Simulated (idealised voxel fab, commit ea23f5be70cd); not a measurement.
Title: Process Module voxel self aligned contacts
Each square cell in cross-section cut measures 5 nm, and the section as a whole is 175 nm wide.
How to read a cross-section here: the picture is a grid of square cells, written as bands going from the top down, and any band can span one or more rows of cells.
First you get the band's top height and its bottom height, in nm, and then the materials it's made of, left to right, with each width in nm. If you see a single material with "throughout", that one covers the band edge to edge. "blank" is empty space.
Heights are measured from 0, the level below which the as-received wafer is all one material; the lowest band has no bottom and continues downward, written as in "0 -> down".
A two-number width, for instance "30 to 40", indicates that the width is equal to the first number in the top row of the band and to the second number in the bottom row, and that it changes by a constant amount per row of cells.
The designation "no alterations made", where it is given for a processing step, indicates that no cell of the cross-section was altered in the course of that step.
You'll see "Enclosed cavities" listing empty spaces that have no way open to the top, as long as they're 8 cells or more; the notation is width x height at distance, where the distance is from the left edge, and all of it is in nm.
Past the settings on a step's line: simulator remark, on that step.
For masked steps, "overlay nm" on the step line gives how far right of plan the mask actually lay; a minus sign means it lay to the left.
# Steps in the process plan
1) RECEIVE (material Si)
2) CONFORMAL_DEP (material SiO2; thk nm 5)
3) DIRECTIONAL_DEP (material polySi; thk nm 20)
4) DIRECTIONAL_DEP (material SiN; thk nm 20)
5) MASKED_ETCH (tone cover; mask id GATE; width nm 35; pitch nm 65; etch materials SiN; depth nm 20; overlay nm 0)
6) MASKED_ETCH (tone cover; mask id GATE; width nm 35; pitch nm 65; etch materials polySi; depth nm 20; overlay nm 0)
7) CONFORMAL_DEP (material SiN; thk nm 5)
8) DIRECTIONAL_ETCH (etch materials SiN; depth nm 5)
9) FILL_DEP (material SiO2; thk nm 10)
10) CMP (height nm 50)
11) PATTERN (tone open; mask id CONTACT; material resist; width nm 40; thk nm 20; overlay nm 0)
12) DIRECTIONAL_ETCH (etch materials SiO2; depth nm 50)
13) STRIP (etch materials resist)
14) CONFORMAL_DEP (material TiN; thk nm 5)
15) FILL_DEP (material W; thk nm 10)
16) CMP (height nm 50)
17) CONFORMAL_DEP (material SiN; thk nm 5)
# Of two wafers, the first: run according to plan
# Wafer cross-section on receipt, i.e. after step 1
	0 -> down | Si throughout
	Enclosed cavities: none
# Upon completion of step 2, the wafer appears in cross-section as shown
	5 -> 0 | SiO2 throughout
	For the remainder of the cross-section, below 0, there is no change.
# Upon completion of step 3, the wafer appears in cross-section as shown
	25 -> 5 | polySi throughout
	For the remainder of the cross-section, below 5, there is no change.
# Upon completion of step 4, the wafer appears in cross-section as shown
	45 -> 25 | SiN throughout
	For the remainder of the cross-section, below 25, there is no change.
# Upon completion of step 5, the wafer appears in cross-section as shown
	45 -> 25 | blank 35 / SiN 35 / blank 30 / SiN 35 / blank 40
	For the remainder of the cross-section, below 25, there is no change.
# Upon completion of step 6, the wafer appears in cross-section as shown
	45 -> 25 | blank 35 / SiN 35 / blank 30 / SiN 35 / blank 40
	25 -> 5 | blank 35 / polySi 35 / blank 30 / polySi 35 / blank 40
	For the remainder of the cross-section, below 5, there is no change.
# Upon completion of step 7, the wafer appears in cross-section as shown
	50 -> 25 | blank 30 / SiN 45 / blank 20 / SiN 45 / blank 35
	25 -> 10 | blank 30 / SiN 5 / polySi 35 / SiN 5 / blank 20 / SiN 5 / polySi 35 / SiN 5 / blank 35
	10 -> 5 | SiN 35 / polySi 35 / SiN 30 / polySi 35 / SiN 40
	For the remainder of the cross-section, below 5, there is no change.
# Upon completion of step 8, the wafer appears in cross-section as shown
	45 -> 25 | blank 30 / SiN 45 / blank 20 / SiN 45 / blank 35
	25 -> 5 | blank 30 / SiN 5 / polySi 35 / SiN 5 / blank 20 / SiN 5 / polySi 35 / SiN 5 / blank 35
	For the remainder of the cross-section, below 5, there is no change.
# Upon completion of step 9, the wafer appears in cross-section as shown
	55 -> 45 | SiO2 throughout
	45 -> 25 | SiO2 30 / SiN 45 / SiO2 20 / SiN 45 / SiO2 35
	25 -> 5 | SiO2 30 / SiN 5 / polySi 35 / SiN 5 / SiO2 20 / SiN 5 / polySi 35 / SiN 5 / SiO2 35
	For the remainder of the cross-section, below 5, there is no change.
# Upon completion of step 10, the wafer appears in cross-section as shown
	50 -> 45 | SiO2 throughout
	For the remainder of the cross-section, below 45, there is no change.
# Upon completion of step 11, the wafer appears in cross-section as shown
	70 -> 50 | resist 65 / blank 40 / resist 70
	For the remainder of the cross-section, below 50, there is no change.
# Upon completion of step 12, the wafer appears in cross-section as shown
	70 -> 50 | resist 65 / blank 40 / resist 70
	50 -> 45 | SiO2 65 / blank 40 / SiO2 70
	45 -> 25 | SiO2 30 / SiN 45 / blank 20 / SiN 45 / SiO2 35
	25 -> 5 | SiO2 30 / SiN 5 / polySi 35 / SiN 5 / blank 20 / SiN 5 / polySi 35 / SiN 5 / SiO2 35
	5 -> 0 | SiO2 75 / blank 20 / SiO2 80
	For the remainder of the cross-section, below 0, there is no change.
# Upon completion of step 13, the wafer appears in cross-section as shown
	50 -> 45 | SiO2 65 / blank 40 / SiO2 70
	For the remainder of the cross-section, below 45, there is no change.
# Upon completion of step 14, the wafer appears in cross-section as shown
	55 -> 50 | TiN 70 / blank 30 / TiN 75
	50 -> 45 | SiO2 65 / TiN 15 / blank 10 / TiN 15 / SiO2 70
	45 -> 25 | SiO2 30 / SiN 45 / TiN 5 / blank 10 / TiN 5 / SiN 45 / SiO2 35
	25 -> 5 | SiO2 30 / SiN 5 / polySi 35 / SiN 5 / TiN 5 / blank 10 / TiN 5 / SiN 5 / polySi 35 / SiN 5 / SiO2 35
	5 -> 0 | SiO2 75 / TiN 20 / SiO2 80
	For the remainder of the cross-section, below 0, there is no change.
# Upon completion of step 15, the wafer appears in cross-section as shown
	65 -> 55 | W throughout
	55 -> 50 | TiN 70 / W 30 / TiN 75
	50 -> 45 | SiO2 65 / TiN 15 / W 10 / TiN 15 / SiO2 70
	45 -> 25 | SiO2 30 / SiN 45 / TiN 5 / W 10 / TiN 5 / SiN 45 / SiO2 35
	25 -> 5 | SiO2 30 / SiN 5 / polySi 35 / SiN 5 / TiN 5 / W 10 / TiN 5 / SiN 5 / polySi 35 / SiN 5 / SiO2 35
	For the remainder of the cross-section, below 5, there is no change.
# Upon completion of step 16, the wafer appears in cross-section as shown
	50 -> 45 | SiO2 65 / TiN 15 / W 10 / TiN 15 / SiO2 70
	For the remainder of the cross-section, below 45, there is no change.
# Upon completion of step 17, the wafer appears in cross-section as shown
	55 -> 50 | SiN throughout
	For the remainder of the cross-section, below 50, there is no change.
# Wafer two of the pair: same origin, same plan, one error during the run; identical to wafer one up to and including step 15
# At the planned end of step 16, the second wafer in cross-section
	55 -> 50 | TiN 70 / W 30 / TiN 75
	For the remainder of the cross-section, below 50, there is no change.
# At the planned end of step 17, the second wafer in cross-section
	60 -> 55 | SiN throughout
	For the remainder of the cross-section, below 55, there is no change.
Deviation from plan: step 16 changed vs plan, executed as CMP (height nm 55)
at the end the second wafer has, in cells: TiN +29 | W +6
